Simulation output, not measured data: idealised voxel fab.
Process module under the name voxel transistor to metal
Square cell edge 5 nm, section width 300 nm, ID cut.
Reading order for cross-sections: top band down to bottom band. Underlying form: a grid of square cells. Band size: one or more rows of cells. The entry gives the band's vertical extent as a top height and a bottom height in nm, then its horizontal make-up as materials from left to right, each with a width in nm. "empty" stands for empty space; a single material marked "edge to edge" fills the band edge to edge. Height reference: 0 = level under which incoming wafer is all one material. Lowest band: no bottom, runs on downward, e.g. "top 0, no bottom". Think of "30->40" as a width that walks from the first number to the second as you go down the band, top row to bottom row, taking equal-sized steps from row to row. "no modifications" for a step: no cell of the cross-section changed in that step. Any empty space of 8 cells or more lacking an open way to the top shows up in "Closed void list" as width x height at distance, distance from the left edge, in nm. Heads up: the bit after the settings on a step's line is the simulator's remark on that step. overlay nm: where the mask lay relative to plan, measured to the right, on steps with a mask; negatives go left.
**Planned process steps**
1) RECEIVE with material Si
2) OXIDIZE with depth nm 5
3) CONFORMAL_DEP with material SiN, thk nm 10
4) DIRECTIONAL_DEP with material aC, thk nm 15
5) PATTERN with tone cover, mask id ACTIVE, material resist, width nm 105, pitch nm 135, thk nm 35, overlay nm 0
6) DIRECTIONAL_ETCH with etch materials aC, depth nm 15
7) STRIP with etch materials resist
8) DIRECTIONAL_ETCH with etch materials SiN, depth nm 10
9) DIRECTIONAL_ETCH with etch materials SiO2, depth nm 5
10) DIRECTIONAL_ETCH with etch materials Si, depth nm 30
11) STRIP with etch materials aC
12) FILL_DEP with material SiO2, thk nm 15
13) CMP with height nm 10
14) SELECTIVE_ETCH with etch materials SiO2, depth nm 10
15) STRIP with etch materials SiN
16) SELECTIVE_ETCH with etch materials SiO2, depth nm 5
17) OXIDIZE with depth nm 5
18) DIRECTIONAL_DEP with material polySi, thk nm 25
19) DIRECTIONAL_DEP with material SiCN, thk nm 15
20) MASKED_ETCH with tone cover, mask id GATE, width nm 25, pitch nm 135, etch materials SiCN, depth nm 25, overlay nm 0
21) MASKED_ETCH with tone cover, mask id GATE, width nm 25, pitch nm 135, etch materials polySi, depth nm 35, overlay nm 0
22) CONFORMAL_DEP with material SiN, thk nm 5
23) DIRECTIONAL_ETCH with etch materials SiN, depth nm 5
24) DIRECTIONAL_ETCH with etch materials SiO2, depth nm 5
25) DIRECTIONAL_ETCH with etch materials Si, depth nm 15
26) EPI with material SiGe, thk nm 15
27) FILL_DEP with material SiO2, thk nm 10
28) CMP with height nm 20
29) STRIP with etch materials polySi
30) SELECTIVE_ETCH with etch materials SiO2, depth nm 5
31) CONFORMAL_DEP with material HfO2, thk nm 5
32) CONFORMAL_DEP with material TiN, thk nm 5
33) FILL_DEP with material W, thk nm 5
34) CMP with height nm 15
35) DIRECTIONAL_DEP with material SiO2, thk nm 10
36) DIRECTIONAL_DEP with material aC, thk nm 10
37) PATTERN with tone open, mask id CONTACT, material resist, width nm 15, thk nm 25, overlay nm 0
38) DIRECTIONAL_ETCH with etch materials aC, depth nm 10
39) STRIP with etch materials resist
40) DIRECTIONAL_ETCH with etch materials SiO2, depth nm 35
41) STRIP with etch materials aC
42) CONFORMAL_DEP with material TiN, thk nm 5
43) FILL_DEP with material W, thk nm 10
44) CMP with height nm 25
45) CONFORMAL_DEP with material SiN, thk nm 5
46) DIRECTIONAL_DEP with material lowk, thk nm 20
47) MASKED_ETCH with tone open, mask id METAL_1, width nm 15, etch materials lowk, depth nm 20, overlay nm 0
48) MASKED_ETCH with tone open, mask id METAL_1, width nm 15, etch materials SiN, depth nm 5, overlay nm 0
49) CONFORMAL_DEP with material TiN, thk nm 5
50) FILL_DEP with material W, thk nm 5
51) CMP with height nm 50
52) CONFORMAL_DEP with material SiCN, thk nm 5
53) DIRECTIONAL_DEP with material lowk, thk nm 30
54) PATTERN with tone open, mask id METAL_2, material resist, width nm 15, pitch nm 135, thk nm 20, overlay nm 0
55) DIRECTIONAL_ETCH with etch materials lowk, depth nm 20
56) STRIP with etch materials resist
57) PATTERN with tone open, mask id METAL_2_HOLES, material resist, width nm 15, pitch nm 135, thk nm 20, overlay nm 0
58) DIRECTIONAL_ETCH with etch materials lowk, depth nm 10
59) DIRECTIONAL_ETCH with etch materials SiCN, depth nm 5
60) STRIP with etch materials resist
61) CONFORMAL_DEP with material TiN, thk nm 5
62) FILL_DEP with material Ru, thk nm 5
63) CMP with height nm 85
64) CONFORMAL_DEP with material SiCN, thk nm 5
**Received-state cross-section, reflecting completion of step 1**
* top 0, no bottom  Si edge to edge
* Closed void list: none
**Here's the cross-section of the first of our two wafers at the end of the module - it ran as planned**
* top 90, bottom 85  SiCN edge to edge
* top 85, bottom 55  35 lowk  5 TiN  5 Ru  5 TiN  120 lowk  5 TiN  5 Ru  5 TiN  115 lowk
* top 55, bottom 50  35 SiCN  15 TiN  120 SiCN  15 TiN  115 SiCN
* top 50, bottom 30  35 lowk  5 TiN  5 W  5 TiN  65 lowk  5 TiN  5 W  5 TiN  40 lowk  5 TiN  5 W  5 TiN  65 lowk  5 TiN  5 W  5 TiN  35 lowk
* top 30, bottom 25  35 SiN  15 TiN  65 SiN  15 TiN  40 SiN  15 TiN  65 SiN  15 TiN  35 SiN
* top 25, bottom 15  35 SiO2  5 TiN  5 W  5 TiN  65 SiO2  5 TiN  5 W  5 TiN  40 SiO2  5 TiN  5 W  5 TiN  65 SiO2  5 TiN  5 W  5 TiN  35 SiO2
* top 15, bottom 5  35 SiO2  5 TiN  5 W  5 TiN  15 SiO2  5 SiN  5 HfO2  5 TiN  5 W  5 TiN  5 HfO2  5 SiN  15 SiO2  5 TiN  5 W  5 TiN  40 SiO2  5 TiN  5 W  5 TiN  15 SiO2  5 SiN  5 HfO2  5 TiN  5 W  5 TiN  5 HfO2  5 SiN  15 SiO2  5 TiN  5 W  5 TiN  35 SiO2
* top 5, bottom 0  35 SiO2  5 TiN  5 W  5 TiN  15 SiGe  5 SiN  5 HfO2  5 TiN  5 W  5 TiN  5 HfO2  5 SiN  15 SiGe  5 TiN  5 W  5 TiN  40 SiO2  5 TiN  5 W  5 TiN  15 SiGe  5 SiN  5 HfO2  5 TiN  5 W  5 TiN  5 HfO2  5 SiN  15 SiGe  5 TiN  5 W  5 TiN  35 SiO2
* top 0, bottom -5  35 SiO2  5 TiN  5 W  5 TiN  15 SiGe  5 SiN  5 HfO2  15 TiN  5 HfO2  5 SiN  15 SiGe  5 TiN  5 W  5 TiN  40 SiO2  5 TiN  5 W  5 TiN  15 SiGe  5 SiN  5 HfO2  15 TiN  5 HfO2  5 SiN  15 SiGe  5 TiN  5 W  5 TiN  35 SiO2
* top -5, bottom -10  35 SiO2  15 TiN  15 SiGe  35 HfO2  15 SiGe  15 TiN  40 SiO2  15 TiN  15 SiGe  35 HfO2  15 SiGe  15 TiN  35 SiO2
* top -10, bottom -25  30 SiO2  35 SiGe  35 Si  35 SiGe  30 SiO2  35 SiGe  35 Si  35 SiGe  30 SiO2
* top -25, bottom -35  30 SiO2  105 Si  30 SiO2  105 Si  30 SiO2
* top -35, no bottom  Si edge to edge
* Closed void list: none
**What the second wafer looks like in cross-section once the module is done. Its start and its plan matched the first wafer's exactly; what differed was one mistake in how it was run**
* top 90, bottom 85  SiCN edge to edge
* top 85, bottom 55  35 lowk  5 TiN  5 Ru  5 TiN  120 lowk  5 TiN  5 Ru  5 TiN  115 lowk
* top 55, bottom 50  35 SiCN  15 TiN  120 SiCN  15 TiN  115 SiCN
* top 50, bottom 30  35 lowk  5 TiN  5 W  5 TiN  65 lowk  5 TiN  5 W  5 TiN  40 lowk  5 TiN  5 W  5 TiN  65 lowk  5 TiN  5 W  5 TiN  35 lowk
* top 30, bottom 25  35 SiN  15 TiN  65 SiN  15 TiN  40 SiN  15 TiN  65 SiN  15 TiN  35 SiN
* top 25, bottom 10  35 SiO2  5 TiN  5 W  5 TiN  65 SiO2  5 TiN  5 W  5 TiN  40 SiO2  5 TiN  5 W  5 TiN  65 SiO2  5 TiN  5 W  5 TiN  35 SiO2
* top 10, bottom 5  35 SiO2  5 TiN  5 W  5 TiN  15 SiO2  5 SiN  25 SiCN  5 SiN  15 SiO2  5 TiN  5 W  5 TiN  40 SiO2  5 TiN  5 W  5 TiN  15 SiO2  5 SiN  25 SiCN  5 SiN  15 SiO2  5 TiN  5 W  5 TiN  35 SiO2
* top 5, bottom -5  35 SiO2  5 TiN  5 W  5 TiN  15 SiGe  5 SiN  25 SiCN  5 SiN  15 SiGe  5 TiN  5 W  5 TiN  40 SiO2  5 TiN  5 W  5 TiN  15 SiGe  5 SiN  25 SiCN  5 SiN  15 SiGe  5 TiN  5 W  5 TiN  35 SiO2
* top -5, bottom -10  35 SiO2  15 TiN  15 SiGe  35 SiO2  15 SiGe  15 TiN  40 SiO2  15 TiN  15 SiGe  35 SiO2  15 SiGe  15 TiN  35 SiO2
* top -10, bottom -25  30 SiO2  35 SiGe  35 Si  35 SiGe  30 SiO2  35 SiGe  35 Si  35 SiGe  30 SiO2
* top -25, bottom -35  30 SiO2  105 Si  30 SiO2  105 Si  30 SiO2
* top -35, no bottom  Si edge to edge
* Closed void list: none
The plan and the run diverged here: the run left out plan step 18 entirely, so it was never executed
End of process, cell counts, second wafer against first, materials with more or fewer: -30 HfO2 | +30 SiCN | -4 SiN | +28 SiO2 | -18 TiN | -6 W
